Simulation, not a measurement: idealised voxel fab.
Title: Process Module voxel self aligned vias
Xsec cut, 250 nm wide, square cell size 5 nm.
Bands, listed from the top down, are how a cross-section gets written in this document; the cross-section itself is a grid of square cells, and a band is one or more rows of them. Band entry format. Leading values: height of top, height of bottom, nm. Remainder: materials in left-to-right order, each with its width in nm. Special words: "edge to edge" on a single material, which then fills the band edge to edge; "air", empty space. Height is counted from the level 0, under which the received wafer is composed throughout of one material. The lowest of the bands is not closed at the bottom but continues downward, in the notation "0 down". The width entry "30..40" should be interpreted row by row: the top row of cells in the band takes the first number, the bottom row takes the second number, and the change between adjacent rows is uniform throughout. "same as before" -> step changed no cross-section cell. In "Closed void register" the enclosed voids are listed, meaning empty spaces of 8 cells or larger without any opening to the top. The form is width x height at distance, distance from the left edge, units nm. Formally, on a step line, whatever follows the settings is a remark that the simulator itself makes on the step. overlay nm: step with mask; distance mask lay right of planned place; negative value = left of planned place.

# Planned process steps
1: RECEIVE,material Si
2: CONFORMAL_DEP,material SiO2,thk nm 10
3: CONFORMAL_DEP,material SiCN,thk nm 5
4: DIRECTIONAL_DEP,material SiO2,thk nm 20
5: PATTERN,tone open,mask id LINES,material resist,width nm 30,pitch nm 55,thk nm 15,overlay nm 0
6: DIRECTIONAL_ETCH,etch materials SiO2,depth nm 20
7: STRIP,etch materials resist
8: CONFORMAL_DEP,material TiN,thk nm 5
9: FILL_DEP,material Ru,thk nm 5
10: CMP,height nm 35
11: SELECTIVE_ETCH,etch materials W Ru TiN,depth nm 5
12: FILL_DEP,material SiN,thk nm 10
13: CMP,height nm 35
14: DIRECTIONAL_DEP,material SiO2,thk nm 20
15: MASKED_ETCH,tone open,mask id VIAS,width nm 40,pitch nm 55,etch materials SiO2,depth nm 20,overlay nm 0
16: MASKED_ETCH,tone open,mask id VIAS,width nm 40,pitch nm 55,etch materials SiN,depth nm 5,overlay nm 0
17: CONFORMAL_DEP,material TiN,thk nm 5
18: FILL_DEP,material Ru,thk nm 10
19: CMP,height nm 55
20: CONFORMAL_DEP,material SiCN,thk nm 5

# Cross-section of the incoming wafer, state after step 1
    0 down | Si edge to edge
    Closed void register: none

# As-planned run: cross-section of the first of two wafers at end of module
    60 to 55 | SiCN edge to edge
    55 to 40 | 50 SiO2, 5 TiN, 30 Ru, 5 TiN, 15 SiO2, 5 TiN, 30 Ru, 5 TiN, 15 SiO2, 5 TiN, 30 Ru, 5 TiN, 50 SiO2
    40 to 35 | 50 SiO2, 10 TiN, 20 Ru, 10 TiN, 15 SiO2, 10 TiN, 20 Ru, 10 TiN, 15 SiO2, 10 TiN, 20 Ru, 10 TiN, 50 SiO2
    35 to 30 | 55 SiO2, 30 TiN, 25 SiO2, 30 TiN, 25 SiO2, 30 TiN, 55 SiO2
    30 to 20 | 55 SiO2, 5 TiN, 20 Ru, 5 TiN, 25 SiO2, 5 TiN, 20 Ru, 5 TiN, 25 SiO2, 5 TiN, 20 Ru, 5 TiN, 55 SiO2
    20 to 15 | 55 SiO2, 30 TiN, 25 SiO2, 30 TiN, 25 SiO2, 30 TiN, 55 SiO2
    15 to 10 | SiCN edge to edge
    10 to 0 | SiO2 edge to edge
    0 down | Si edge to edge
    Closed void register: none

# What the second wafer looks like in cross-section once the module is done. Its start and its plan matched the first wafer's exactly; what differed was one mistake in how it was run
    60 to 55 | SiCN edge to edge
    55 to 35 | 50 SiO2, 5 TiN, 30 Ru, 5 TiN, 15 SiO2, 5 TiN, 30 Ru, 5 TiN, 15 SiO2, 5 TiN, 30 Ru, 5 TiN, 50 SiO2
    35 to 30 | 50 SiO2, 40 TiN, 15 SiO2, 40 TiN, 15 SiO2, 40 TiN, 50 SiO2
    30 to 20 | 50 SiO2, 10 TiN, 20 Ru, 10 TiN, 15 SiO2, 10 TiN, 20 Ru, 10 TiN, 15 SiO2, 10 TiN, 20 Ru, 10 TiN, 50 SiO2
    20 to 15 | 50 SiO2, 40 TiN, 15 SiO2, 40 TiN, 15 SiO2, 40 TiN, 50 SiO2
    15 to 10 | SiCN edge to edge
    10 to 0 | SiO2 edge to edge
    0 down | Si edge to edge
    Closed void register: none
Error vs. plan: step 15 from the plan got run twice
The second wafer ends with more or fewer cells of some materials than the first, per final count: Ru +6; SiO2 -24; TiN +18
